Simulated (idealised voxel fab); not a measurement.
Process module name: voxel trench capacitor
Pictured: cross-section cut, 205 nm wide, on a grid of 5 nm square cells.
Cross-section, as written here: a square-cell grid given band by band from the top down, where a band holds one or more rows of cells.
Per band: top height and bottom height in nm, followed by the left-to-right materials and their widths in nm; "all across" marks a single material spanning edge to edge, "blank" marks empty space.
Heights are reckoned from 0. Under this level, the received wafer is all of one material. The bottommost band is open-ended downward, for example "from 0 down".
When a width is written as two numbers, as in "30..40", the first number is the width in the top row of cells of the band and the second is the width in its bottom row, and the width changes by the same amount from each row to the next.
"nothing was modified" for a step: no cell of the cross-section changed in that step.
Voids, fully enclosed: empty space of 8 cells or more with no open way to the top, each as width x height at its distance from the left edge, in nm
That trailing text on a step's line, after the settings, is the simulator's own remark on the step.
"overlay nm", when on a step's line for a step with a mask, measures how far to the right of its planned place the mask lay; a negative measure means to the left.

BELOW IS THE LIST OF PLANNED PROCESS STEPS
1: RECEIVE [material Si]
2: CONFORMAL_DEP [material SiN] [thk nm 10]
3: MASKED_ETCH [tone open] [mask id TRENCH] [width nm 25] [pitch nm 45] [etch materials SiN] [depth nm 10] [overlay nm 0]
4: MASKED_ETCH [tone open] [mask id TRENCH] [width nm 25] [pitch nm 45] [etch materials Si] [depth nm 25] [overlay nm -15]
5: CONFORMAL_DEP [material Al2O3] [thk nm 5]
6: FILL_DEP [material polySi] [thk nm 5]
7: CMP [height nm 10]
The plan's step 4 overlay nm is the first wafer's value; the wafers differ in this setting and start identical.

CROSS-SECTION OF THE FIRST INCOMING WAFER OF SEVERAL, STATE AFTER STEP 1
	from 0 down | Si all across
	Voids, fully enclosed: none

GAINED (+) OR LOST (-) CELLS OF EACH MATERIAL SINCE RECEIPT, THEN CLOSED VOIDS: ONE ROW PER WAFER, AT THE END OF THE MODULE
overlay nm -15, +34 Al2O3, -20 Si, +62 SiN, +6 polySi, Voids, fully enclosed: none
overlay nm -10, +34 Al2O3, -30 Si, +62 SiN, +16 polySi, Voids, fully enclosed: none
overlay nm -5, +34 Al2O3, -40 Si, +62 SiN, +26 polySi, Voids, fully enclosed: none
overlay nm 0, +34 Al2O3, -50 Si, +62 SiN, +36 polySi, Voids, fully enclosed: none
overlay nm 5, +34 Al2O3, -40 Si, +62 SiN, +26 polySi, Voids, fully enclosed: none
overlay nm 10, +34 Al2O3, -30 Si, +62 SiN, +16 polySi, Voids, fully enclosed: none
overlay nm 15, +34 Al2O3, -20 Si, +62 SiN, +6 polySi, Voids, fully enclosed: none
